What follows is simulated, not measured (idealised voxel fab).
Presented below is a process module, voxel released beams.
cross-section cut | 260 nm wide | cells 5 nm
A cross-section is written here as square cells arranged in a grid, and it is given in bands from the top down, each band taking up one or more rows of cells. For a band, the entry starts with two heights in nm, that of the top and then that of the bottom, and carries on with the band's materials in order from left to right, each alongside its width in nm; the word "all across" beside a single material means it fills the band edge to edge, and "air" means empty space. Basically, 0 is our baseline, since under it the wafer straight out of the box is all one material. The bottom band has no lower end and keeps on going down, so it looks like "0 down". Width "30 to 40": first value at the band's top row of cells, second value at its bottom row, equal change from row to row. Take "everything unchanged" at face value: in the step it is given for, the cross-section changed in none of its cells. If an empty space has no open way to the top and is at least 8 cells in size, "Cavities, sealed" lists it, written width x height at distance, where distance is measured from the left edge and every value is in nm. If you see something after the settings on a step's line, that's the simulator's own remark about that step. overlay nm: right-of-plan distance of the mask on a masked step; negative values mean left-of-plan.

**Below is the list of planned process steps**
| 1 | RECEIVE | material Si |
| 2 | CONFORMAL_DEP | material SiN | thk nm 10 |
| 3 | DIRECTIONAL_DEP | material SiO2 | thk nm 20 |
| 4 | PATTERN | tone open | mask id ANCHOR | material resist | width nm 45 | thk nm 15 | overlay nm 0 |
| 5 | DIRECTIONAL_ETCH | etch materials SiO2 | depth nm 20 |
| 6 | STRIP | etch materials resist |
| 7 | CONFORMAL_DEP | material polySi | thk nm 15 |
| 8 | DIRECTIONAL_DEP | material aC | thk nm 10 |
| 9 | PATTERN | tone cover | mask id BEAM | material resist | width nm 95 | thk nm 25 | overlay nm 0 |
| 10 | DIRECTIONAL_ETCH | etch materials aC | depth nm 10 |
| 11 | STRIP | etch materials resist |
| 12 | DIRECTIONAL_ETCH | etch materials polySi | depth nm 15 |
| 13 | STRIP | etch materials aC |
| 14 | STRIP | etch materials SiO2 |

**First of two wafers - as planned**

**Cross-sectional view of the wafer in its as-received condition, corresponding to the state after step 1**
  0 down | Si all across
  Cavities, sealed: none

**The following cross-section depicts the wafer upon completion of step 2**
  10 to 0 | SiN all across
  All layers under 0 are left as they were.

**The following cross-section depicts the wafer upon completion of step 3**
  30 to 10 | SiO2 all across
  All layers under 10 are left as they were.

**The following cross-section depicts the wafer upon completion of step 4**
  45 to 30 | resist: 85 | air: 45 | resist: 130
  All layers under 30 are left as they were.

**The following cross-section depicts the wafer upon completion of step 5**
  45 to 30 | resist: 85 | air: 45 | resist: 130
  30 to 10 | SiO2: 85 | air: 45 | SiO2: 130
  All layers under 10 are left as they were.

**The following cross-section depicts the wafer upon completion of step 6**
  30 to 10 | SiO2: 85 | air: 45 | SiO2: 130
  All layers under 10 are left as they were.

**The following cross-section depicts the wafer upon completion of step 7**
  45 to 30 | polySi: 100 | air: 15 | polySi: 145
  30 to 25 | SiO2: 85 | polySi: 15 | air: 15 | polySi: 15 | SiO2: 130
  25 to 10 | SiO2: 85 | polySi: 45 | SiO2: 130
  All layers under 10 are left as they were.

**The following cross-section depicts the wafer upon completion of step 8**
  55 to 45 | aC: 100 | air: 15 | aC: 145
  45 to 35 | polySi: 100 | air: 15 | polySi: 145
  35 to 30 | polySi: 100 | aC: 15 | polySi: 145
  30 to 25 | SiO2: 85 | polySi: 15 | aC: 15 | polySi: 15 | SiO2: 130
  All layers under 25 are left as they were.

**The following cross-section depicts the wafer upon completion of step 9**
  80 to 55 | air: 80 | resist: 95 | air: 85
  55 to 45 | aC: 100 | resist: 15 | aC: 145
  45 to 35 | polySi: 100 | resist: 15 | polySi: 145
  All layers under 35 are left as they were.

**The following cross-section depicts the wafer upon completion of step 10**
  70 to 55 | air: 80 | resist: 95 | air: 85
  55 to 45 | air: 80 | aC: 20 | resist: 15 | aC: 60 | air: 85
  All layers under 45 are left as they were.

**The following cross-section depicts the wafer upon completion of step 11**
  55 to 45 | air: 80 | aC: 20 | air: 15 | aC: 60 | air: 85
  45 to 35 | polySi: 100 | air: 15 | polySi: 145
  All layers under 35 are left as they were.

**The following cross-section depicts the wafer upon completion of step 12**
  55 to 45 | air: 80 | aC: 20 | air: 15 | aC: 60 | air: 85
  45 to 35 | air: 80 | polySi: 20 | air: 15 | polySi: 60 | air: 85
  35 to 30 | air: 80 | polySi: 20 | aC: 15 | polySi: 60 | air: 85
  All layers under 30 are left as they were.

**The following cross-section depicts the wafer upon completion of step 13**
  45 to 30 | air: 80 | polySi: 20 | air: 15 | polySi: 60 | air: 85
  30 to 25 | SiO2: 85 | polySi: 15 | air: 15 | polySi: 15 | SiO2: 130
  All layers under 25 are left as they were.

**The following cross-section depicts the wafer upon completion of step 14**
  45 to 30 | air: 80 | polySi: 20 | air: 15 | polySi: 60 | air: 85
  30 to 25 | air: 85 | polySi: 15 | air: 15 | polySi: 15 | air: 130
  25 to 10 | air: 85 | polySi: 45 | air: 130
  All layers under 10 are left as they were.

**Companion wafer, the second of two: same beginning, same intended sequence, one mistake in carrying it out; through step 1 inclusive it tracks the first exactly**

The second wafer cut through, at the time step 2 was supposed to be finished: everything unchanged

**The second wafer cut through, at the time step 3 was supposed to be finished**
  20 to 0 | SiO2 all across
  All layers under 0 are left as they were.

**The second wafer cut through, at the time step 4 was supposed to be finished**
  35 to 20 | resist: 85 | air: 45 | resist: 130
  All layers under 20 are left as they were.

**The second wafer cut through, at the time step 5 was supposed to be finished**
  35 to 20 | resist: 85 | air: 45 | resist: 130
  20 to 0 | SiO2: 85 | air: 45 | SiO2: 130
  All layers under 0 are left as they were.

**The second wafer cut through, at the time step 6 was supposed to be finished**
  20 to 0 | SiO2: 85 | air: 45 | SiO2: 130
  All layers under 0 are left as they were.

**The second wafer cut through, at the time step 7 was supposed to be finished**
  35 to 20 | polySi: 100 | air: 15 | polySi: 145
  20 to 15 | SiO2: 85 | polySi: 15 | air: 15 | polySi: 15 | SiO2: 130
  15 to 0 | SiO2: 85 | polySi: 45 | SiO2: 130
  All layers under 0 are left as they were.

**The second wafer cut through, at the time step 8 was supposed to be finished**
  45 to 35 | aC: 100 | air: 15 | aC: 145
  35 to 25 | polySi: 100 | air: 15 | polySi: 145
  25 to 20 | polySi: 100 | aC: 15 | polySi: 145
  20 to 15 | SiO2: 85 | polySi: 15 | aC: 15 | polySi: 15 | SiO2: 130
  All layers under 15 are left as they were.

**The second wafer cut through, at the time step 9 was supposed to be finished**
  70 to 45 | air: 80 | resist: 95 | air: 85
  45 to 35 | aC: 100 | resist: 15 | aC: 145
  35 to 25 | polySi: 100 | resist: 15 | polySi: 145
  All layers under 25 are left as they were.

**The second wafer cut through, at the time step 10 was supposed to be finished**
  60 to 45 | air: 80 | resist: 95 | air: 85
  45 to 35 | air: 80 | aC: 20 | resist: 15 | aC: 60 | air: 85
  All layers under 35 are left as they were.

**The second wafer cut through, at the time step 11 was supposed to be finished**
  45 to 35 | air: 80 | aC: 20 | air: 15 | aC: 60 | air: 85
  35 to 25 | polySi: 100 | air: 15 | polySi: 145
  All layers under 25 are left as they were.

**The second wafer cut through, at the time step 12 was supposed to be finished**
  45 to 35 | air: 80 | aC: 20 | air: 15 | aC: 60 | air: 85
  35 to 25 | air: 80 | polySi: 20 | air: 15 | polySi: 60 | air: 85
  25 to 20 | air: 80 | polySi: 20 | aC: 15 | polySi: 60 | air: 85
  All layers under 20 are left as they were.

**The second wafer cut through, at the time step 13 was supposed to be finished**
  35 to 20 | air: 80 | polySi: 20 | air: 15 | polySi: 60 | air: 85
  20 to 15 | SiO2: 85 | polySi: 15 | air: 15 | polySi: 15 | SiO2: 130
  All layers under 15 are left as they were.

**The second wafer cut through, at the time step 14 was supposed to be finished**
  35 to 20 | air: 80 | polySi: 20 | air: 15 | polySi: 60 | air: 85
  20 to 15 | air: 85 | polySi: 15 | air: 15 | polySi: 15 | air: 130
  15 to 0 | air: 85 | polySi: 45 | air: 130
  All layers under 0 are left as they were.
what went wrong: step 2 of the plan was excluded from execution and never run
at the end the second wafer has, in cells: 104 fewer of SiN
